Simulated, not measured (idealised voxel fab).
The following is a process module called voxel released beams.
The cross-section on display is named cut; it measures 195 nm wide, and its cells are 5 nm squares.
A cross-section in this document is a grid of square cells, and it is written down as bands, the top band listed before the ones below it; a band is made up of one or more rows of cells.
Quick guide to a band line: top height, bottom height (nm) up front; then every material left to right with its width in nm. Only one material and it's marked "full width"? Then it fills the band edge to edge. And "empty" just means empty space.
Heights are expressed relative to 0, this being the level below which the as-received wafer comprises one material exclusively. The lowest band is unbounded in the downward direction and is denoted as in "0..down".
Graded width ("30..40"): value in top row of band = first number; value in bottom row = second number; row-to-row change constant.
The cross-section has no changed cell in any step marked "no alterations made".
"closed voids" means: voids of 8 cells or more that are shut off from the top with no open way through. Written width x height at distance, distance from the left edge, in nm.
Text after the settings on a step's line: the simulator's own remark on that step.
The optional step-line setting "overlay nm" applies to steps with a mask and quantifies how far to the right of its planned location the mask lay, a negative value indicating leftward placement.

Planned process steps
step 1: RECEIVE (material Si)
step 2: CONFORMAL_DEP (material Al2O3; thk nm 10)
step 3: DIRECTIONAL_DEP (material SiO2; thk nm 20)
step 4: MASKED_ETCH (tone open; mask id ANCHOR; width nm 35; etch materials SiO2; depth nm 20; overlay nm 0)
step 5: CONFORMAL_DEP (material SiN; thk nm 15)
step 6: PATTERN (tone cover; mask id BEAM; material resist; width nm 100; thk nm 15; overlay nm 0)
step 7: DIRECTIONAL_ETCH (etch materials SiN; depth nm 15)
step 8: STRIP (etch materials resist)
step 9: STRIP (etch materials SiO2)

Cross-section: wafer on arrival = after step 1
> 0..down: Si full width
> closed voids: none

Module complete, cross-section. Starting point and plan per above. One mistake made in running the module
> 45..30: empty 45 / SiN 100 / empty 50
> 30..10: empty 55 / SiN 25 / empty 115
> 10..0: Al2O3 full width
> 0..down: Si full width
> closed voids: none
What was the processing mistake? so step 4 ended up running with a different setting than we planned, it ran as MASKED_ETCH (tone open; mask id ANCHOR; width nm 25; etch materials SiO2; depth nm 20; overlay nm 0)
